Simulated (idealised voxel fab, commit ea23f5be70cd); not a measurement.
Process module name: voxel released beams
The figure presents cross-section cut, which has a width of 205 nm and is divided into square cells with an edge length of 5 nm.
Cross-section layout: square cells on a grid; listed as bands, top to bottom; a band spans one or more cell rows.
It is stipulated that each band's entry specify, in nanometres, the height of the top of the band and then that of its bottom, followed by the materials of the band in left-to-right sequence, each together with its width in nanometres. A single material marked by the word "all across" is understood to fill the band from edge to edge; the word "blank" is understood to denote empty space.
Height is counted from the level 0, under which the received wafer is composed throughout of one material. The lowest of the bands is not closed at the bottom but continues downward, in the notation "top 0, no bottom".
A width such as "30..40" changes by the same amount from each row of cells to the next, from the band's top row to its bottom row.
Given "no alteration" for a step, no cell of the cross-section differs between before and after that step.
Reported under the label "Closed void register" are the empty spaces having no open way to the top and comprising 8 cells or more; the notation for each is width x height at distance, in which the distance is measured from the left edge and all three values are in nm.
Formally, on a step line, whatever follows the settings is a remark that the simulator itself makes on the step.
What "overlay nm" on a step's line means: if the step has a mask, that mask lay this far to the right of its planned place, or, when the value is negative, to the left.
## Steps planned for the process
1) op RECEIVE | material Si
2) op CONFORMAL_DEP | material SiN | thk nm 5
3) op DIRECTIONAL_DEP | material SiO2 | thk nm 20
4) op MASKED_ETCH | tone open | mask id ANCHOR | width nm 45 | etch materials SiO2 | depth nm 20 | overlay nm 0
5) op CONFORMAL_DEP | material W | thk nm 15
6) op DIRECTIONAL_DEP | material aC | thk nm 15
7) op PATTERN | tone cover | mask id BEAM | material resist | width nm 120 | thk nm 35 | overlay nm 0
8) op DIRECTIONAL_ETCH | etch materials aC | depth nm 15
9) op STRIP | etch materials resist
10) op DIRECTIONAL_ETCH | etch materials W | depth nm 15
11) op STRIP | etch materials aC
12) op STRIP | etch materials SiO2
## First of two wafers: run as planned
## Here's what the wafer looked like in cross-section when it arrived - that's after step 1
> top 0, no bottom = Si all across
> Closed void register: none
## Take a look at the wafer's cross-section after step 2
> top 5, bottom 0 = SiN all across
> No changes below 0.
## Take a look at the wafer's cross-section after step 3
> top 25, bottom 5 = SiO2 all across
> No changes below 5.
## Take a look at the wafer's cross-section after step 4
> top 25, bottom 5 = SiO2 45 / blank 45 / SiO2 115
> No changes below 5.
## Take a look at the wafer's cross-section after step 5
> top 40, bottom 25 = W 60 / blank 15 / W 130
> top 25, bottom 20 = SiO2 45 / W 15 / blank 15 / W 15 / SiO2 115
> top 20, bottom 5 = SiO2 45 / W 45 / SiO2 115
> No changes below 5.
## Take a look at the wafer's cross-section after step 6
> top 55, bottom 40 = aC 60 / blank 15 / aC 130
> top 40, bottom 35 = W 60 / blank 15 / W 130
> top 35, bottom 25 = W 60 / aC 15 / W 130
> top 25, bottom 20 = SiO2 45 / W 15 / aC 15 / W 15 / SiO2 115
> No changes below 20.
## Take a look at the wafer's cross-section after step 7
> top 90, bottom 55 = blank 40 / resist 120 / blank 45
> top 55, bottom 40 = aC 60 / resist 15 / aC 130
> top 40, bottom 35 = W 60 / resist 15 / W 130
> No changes below 35.
## Take a look at the wafer's cross-section after step 8
> top 75, bottom 55 = blank 40 / resist 120 / blank 45
> top 55, bottom 40 = blank 40 / aC 20 / resist 15 / aC 85 / blank 45
> No changes below 40.
## Take a look at the wafer's cross-section after step 9
> top 55, bottom 40 = blank 40 / aC 20 / blank 15 / aC 85 / blank 45
> top 40, bottom 35 = W 60 / blank 15 / W 130
> No changes below 35.
## Take a look at the wafer's cross-section after step 10
> top 55, bottom 40 = blank 40 / aC 20 / blank 15 / aC 85 / blank 45
> top 40, bottom 35 = blank 40 / W 20 / blank 15 / W 85 / blank 45
> top 35, bottom 25 = blank 40 / W 20 / aC 15 / W 85 / blank 45
> No changes below 25.
## Take a look at the wafer's cross-section after step 11
> top 40, bottom 25 = blank 40 / W 20 / blank 15 / W 85 / blank 45
> top 25, bottom 20 = SiO2 45 / W 15 / blank 15 / W 15 / SiO2 115
> No changes below 20.
## Take a look at the wafer's cross-section after step 12
> top 40, bottom 25 = blank 40 / W 20 / blank 15 / W 85 / blank 45
> top 25, bottom 20 = blank 45 / W 15 / blank 15 / W 15 / blank 115
> top 20, bottom 5 = blank 45 / W 45 / blank 115
> No changes below 5.
## Wafer two. Same start, same plan, one slip in execution. Same as wafer one through step 1, inclusive
## Cross-section of the second wafer at the time by which step 2 should have been completed according to the plan
> top 15, bottom 0 = SiN all across
> No changes below 0.
## Cross-section of the second wafer at the time by which step 3 should have been completed according to the plan
> top 35, bottom 15 = SiO2 all across
> No changes below 15.
## Cross-section of the second wafer at the time by which step 4 should have been completed according to the plan
> top 35, bottom 15 = SiO2 45 / blank 45 / SiO2 115
> No changes below 15.
## Cross-section of the second wafer at the time by which step 5 should have been completed according to the plan
> top 50, bottom 35 = W 60 / blank 15 / W 130
> top 35, bottom 30 = SiO2 45 / W 15 / blank 15 / W 15 / SiO2 115
> top 30, bottom 15 = SiO2 45 / W 45 / SiO2 115
> No changes below 15.
## Cross-section of the second wafer at the time by which step 6 should have been completed according to the plan
> top 65, bottom 50 = aC 60 / blank 15 / aC 130
> top 50, bottom 45 = W 60 / blank 15 / W 130
> top 45, bottom 35 = W 60 / aC 15 / W 130
> top 35, bottom 30 = SiO2 45 / W 15 / aC 15 / W 15 / SiO2 115
> No changes below 30.
## Cross-section of the second wafer at the time by which step 7 should have been completed according to the plan
> top 100, bottom 65 = blank 40 / resist 120 / blank 45
> top 65, bottom 50 = aC 60 / resist 15 / aC 130
> top 50, bottom 45 = W 60 / resist 15 / W 130
> No changes below 45.
## Cross-section of the second wafer at the time by which step 8 should have been completed according to the plan
> top 85, bottom 65 = blank 40 / resist 120 / blank 45
> top 65, bottom 50 = blank 40 / aC 20 / resist 15 / aC 85 / blank 45
> No changes below 50.
## Cross-section of the second wafer at the time by which step 9 should have been completed according to the plan
> top 65, bottom 50 = blank 40 / aC 20 / blank 15 / aC 85 / blank 45
> top 50, bottom 45 = W 60 / blank 15 / W 130
> No changes below 45.
## Cross-section of the second wafer at the time by which step 10 should have been completed according to the plan
> top 65, bottom 50 = blank 40 / aC 20 / blank 15 / aC 85 / blank 45
> top 50, bottom 45 = blank 40 / W 20 / blank 15 / W 85 / blank 45
> top 45, bottom 35 = blank 40 / W 20 / aC 15 / W 85 / blank 45
> No changes below 35.
## Cross-section of the second wafer at the time by which step 11 should have been completed according to the plan
> top 50, bottom 35 = blank 40 / W 20 / blank 15 / W 85 / blank 45
> top 35, bottom 30 = SiO2 45 / W 15 / blank 15 / W 15 / SiO2 115
> No changes below 30.
## Cross-section of the second wafer at the time by which step 12 should have been completed according to the plan
> top 50, bottom 35 = blank 40 / W 20 / blank 15 / W 85 / blank 45
> top 35, bottom 30 = blank 45 / W 15 / blank 15 / W 15 / blank 115
> top 30, bottom 15 = blank 45 / W 45 / blank 115
> No changes below 15.
Nonconformance to the process plan: step 2 went in with a setting other than planned; the actual run was op CONFORMAL_DEP | material SiN | thk nm 15
Final tally in cells, some materials are higher or lower on the second wafer than on the first: SiN: 82 more
